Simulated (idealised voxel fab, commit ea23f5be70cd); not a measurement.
Title: Process Module voxel fin reveal
Cross-section cut spans 200 nm and uses square cells 5 nm in size.
A cross-section in this document is a grid of square cells, and it is written down as bands, the top band listed before the ones below it; a band is made up of one or more rows of cells.
Look at the band entry: it leads with the top's height and the bottom's height in nm. Then it lists the materials left to right, with a width in nm for each. The word "throughout" on a single material says that material fills the band edge to edge. The word "air" is empty space.
Heights are measured from 0, the level below which the as-received wafer is all one material; the lowest band has no bottom and continues downward, written as in "0 and below".
A two-number width, for instance "30->40", indicates that the width is equal to the first number in the top row of the band and to the second number in the bottom row, and that it changes by a constant amount per row of cells.
The designation "nothing was modified", where it is given for a processing step, indicates that no cell of the cross-section was altered in the course of that step.
In the "Fully closed voids" entry, you get each enclosed empty space of 8 cells or more, one with no open way to the top, written width x height at distance, distance from the left edge, in nm.
Anything after a step's settings on that line? It's the simulator's own note about the step.
The setting "overlay nm" may be written on the line of a step. When the step uses a mask, the value reports how far to the right of the planned place the mask lay, and a negative value reports that it lay to the left.

Planned step list for the process:
step 1: RECEIVE with material Si
step 2: CONFORMAL_DEP with material SiN, thk nm 5
step 3: DIRECTIONAL_DEP with material aC, thk nm 15
step 4: PATTERN with tone cover, mask id FINS, material resist, width nm 15, pitch nm 35, thk nm 35, overlay nm 0
step 5: DIRECTIONAL_ETCH with etch materials aC, depth nm 15
step 6: STRIP with etch materials resist
step 7: DIRECTIONAL_ETCH with etch materials SiN, depth nm 5
step 8: DIRECTIONAL_ETCH with etch materials Si, depth nm 35
step 9: STRIP with etch materials aC
step 10: OXIDIZE with depth nm 5
step 11: FILL_DEP with material SiO2, thk nm 15
step 12: CMP with height nm 5
step 13: SELECTIVE_ETCH with etch materials SiO2, depth nm 20
step 14: STRIP with etch materials SiN
step 15: CONFORMAL_DEP with material SiO2, thk nm 5

Wafer as received: cross-section following step 1:
* 0 and below  Si throughout
* Fully closed voids: none

Cross-sectional result after module completion. Note: starting condition and plan are unchanged from above; one processing mistake was made:
* 5 down to 0  80 of air / 15 of SiO2 / 20 of air / 15 of SiO2 / 70 of air
* 0 down to -10  80 of air / 5 of SiO2 / 5 of Si / 5 of SiO2 / 20 of air / 5 of SiO2 / 5 of Si / 5 of SiO2 / 70 of air
* -10 down to -40  85 of SiO2 / 5 of Si / 30 of SiO2 / 5 of Si / 75 of SiO2
* -40 and below  Si throughout
* Fully closed voids: none
Nonconformance to the process plan: step 4: run off-plan, actual operation and settings PATTERN with tone cover, mask id FINS, material resist, width nm 15, pitch nm 35, thk nm 35, overlay nm 5
